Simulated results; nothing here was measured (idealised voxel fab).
Process module in this document: voxel wiring stack
Xsec cut, 225 nm wide, square cell size 5 nm.
Cross-section, as written here: a square-cell grid given band by band from the top down, where a band holds one or more rows of cells.
This entry defines a band. It first specifies the height of the band's top and the height of its bottom in nm, and then specifies the band's materials from left to right, stating each material with its width in nm. The word "full width" identifies a single material that fills the band from edge to edge, while the word "blank" identifies empty space.
Heights are measured from 0, the level below which the as-received wafer is all one material; the lowest band has no bottom and continues downward, written as in "0 down".
Per-row width for "30->40": begins at first number (top row of band), ends at second number (bottom row), increment between rows held constant.
It should be understood that the words "no change", when stated for a given step, signify that the cross-section underwent no change in any of its cells during that step.
This entry, "Closed void register", enumerates those empty regions of no fewer than 8 cells that possess no open connection to the top. Each region is reported in the form width x height at distance, the distance being taken from the left edge, with all three quantities expressed in nm.
On each step's line, the part that comes after the settings is the simulator's own comment on the step.
Among the settings permitted on a step's line is "overlay nm"; applied to a step with a mask, it specifies the extent to which the mask lay to the right of its planned position, whereas a negative figure signifies a position to the left.

The planned process steps are enumerated hereunder
| 1 | RECEIVE with material Si |
| 2 | CONFORMAL_DEP with material SiO2, thk nm 10 |
| 3 | CONFORMAL_DEP with material SiN, thk nm 5 |
| 4 | DIRECTIONAL_DEP with material SiO2, thk nm 20 |
| 5 | DIRECTIONAL_DEP with material aC, thk nm 10 |
| 6 | PATTERN with tone open, mask id METAL_1, material resist, width nm 30, pitch nm 55, thk nm 25, overlay nm 0 |
| 7 | DIRECTIONAL_ETCH with etch materials aC, depth nm 10 |
| 8 | STRIP with etch materials resist |
| 9 | DIRECTIONAL_ETCH with etch materials SiO2, depth nm 20 |
| 10 | DIRECTIONAL_ETCH with etch materials SiN, depth nm 5 |
| 11 | STRIP with etch materials aC |
| 12 | CONFORMAL_DEP with material TiN, thk nm 5 |
| 13 | FILL_DEP with material Cu, thk nm 5 |
| 14 | CMP with height nm 35 |
| 15 | CONFORMAL_DEP with material SiCN, thk nm 5 |
| 16 | DIRECTIONAL_DEP with material lowk, thk nm 10 |
| 17 | DIRECTIONAL_DEP with material aC, thk nm 10 |
| 18 | PATTERN with tone open, mask id PLUG_1, material resist, width nm 15, thk nm 30, overlay nm 0 |
| 19 | DIRECTIONAL_ETCH with etch materials aC, depth nm 10 |
| 20 | STRIP with etch materials resist |
| 21 | DIRECTIONAL_ETCH with etch materials lowk, depth nm 10 |
| 22 | DIRECTIONAL_ETCH with etch materials SiCN, depth nm 5 |
| 23 | STRIP with etch materials aC |
| 24 | EPI with material Ru, thk nm 10 |
| 25 | EPI with material Ru, thk nm 5 |
| 26 | CONFORMAL_DEP with material SiN, thk nm 5 |
| 27 | DIRECTIONAL_DEP with material lowk, thk nm 15 |
| 28 | DIRECTIONAL_DEP with material aC, thk nm 15 |
| 29 | PATTERN with tone open, mask id METAL_2, material resist, width nm 30, pitch nm 55, thk nm 30, overlay nm 0 |
| 30 | DIRECTIONAL_ETCH with etch materials aC, depth nm 15 |
| 31 | STRIP with etch materials resist |
| 32 | DIRECTIONAL_ETCH with etch materials lowk, depth nm 15 |
| 33 | DIRECTIONAL_ETCH with etch materials SiN, depth nm 5 |
| 34 | STRIP with etch materials aC |
| 35 | CONFORMAL_DEP with material TiN, thk nm 5 |
| 36 | FILL_DEP with material Ru, thk nm 10 |
| 37 | CMP with height nm 70 |
| 38 | CONFORMAL_DEP with material SiCN, thk nm 5 |
| 39 | DIRECTIONAL_DEP with material SiO2, thk nm 30 |
| 40 | PATTERN with tone open, mask id METAL_3_HOLES, material resist, width nm 15, thk nm 20, overlay nm 0 |
| 41 | DIRECTIONAL_ETCH with etch materials SiO2, depth nm 30 |
| 42 | STRIP with etch materials resist |
| 43 | MASKED_ETCH with tone open, mask id METAL_3, width nm 30, pitch nm 55, etch materials SiO2, depth nm 15, overlay nm 0 |
| 44 | MASKED_ETCH with tone open, mask id METAL_3, width nm 30, pitch nm 55, etch materials SiCN, depth nm 5, overlay nm 0 |
| 45 | CONFORMAL_DEP with material TiN, thk nm 5 |
| 46 | FILL_DEP with material Ru, thk nm 10 |
| 47 | CMP with height nm 95 |
| 48 | CONFORMAL_DEP with material SiCN, thk nm 5 |
All wafers enter the flow in the same state. The height nm at step 47 differs from wafer to wafer, and the plan gives the value for the first wafer.

Cross-section of the first of several wafers on receipt, reflecting completion of step 1
  0 down  Si full width
  Closed void register: none

Where each wafer stands at the end of the module, a row apiece: cells of each material gained (+) or lost (-) since it was received, then closed voids
height nm 95 | +32 Cu | +37 Ru | +129 SiCN | +66 SiN | +381 SiO2 | +72 TiN | +183 lowk | Closed void register: none
height nm 100 | +32 Cu | +45 Ru | +129 SiCN | +66 SiN | +414 SiO2 | +76 TiN | +183 lowk | Closed void register: none
height nm 105 | +32 Cu | +53 Ru | +129 SiCN | +66 SiN | +447 SiO2 | +80 TiN | +183 lowk | Closed void register: none
height nm 110 | +32 Cu | +61 Ru | +129 SiCN | +66 SiN | +447 SiO2 | +117 TiN | +183 lowk | Closed void register: none
height nm 115 | +32 Cu | +106 Ru | +129 SiCN | +66 SiN | +447 SiO2 | +117 TiN | +183 lowk | Closed void register: none
height nm 120 | +32 Cu | +151 Ru | +129 SiCN | +66 SiN | +447 SiO2 | +117 TiN | +183 lowk | Closed void register: none
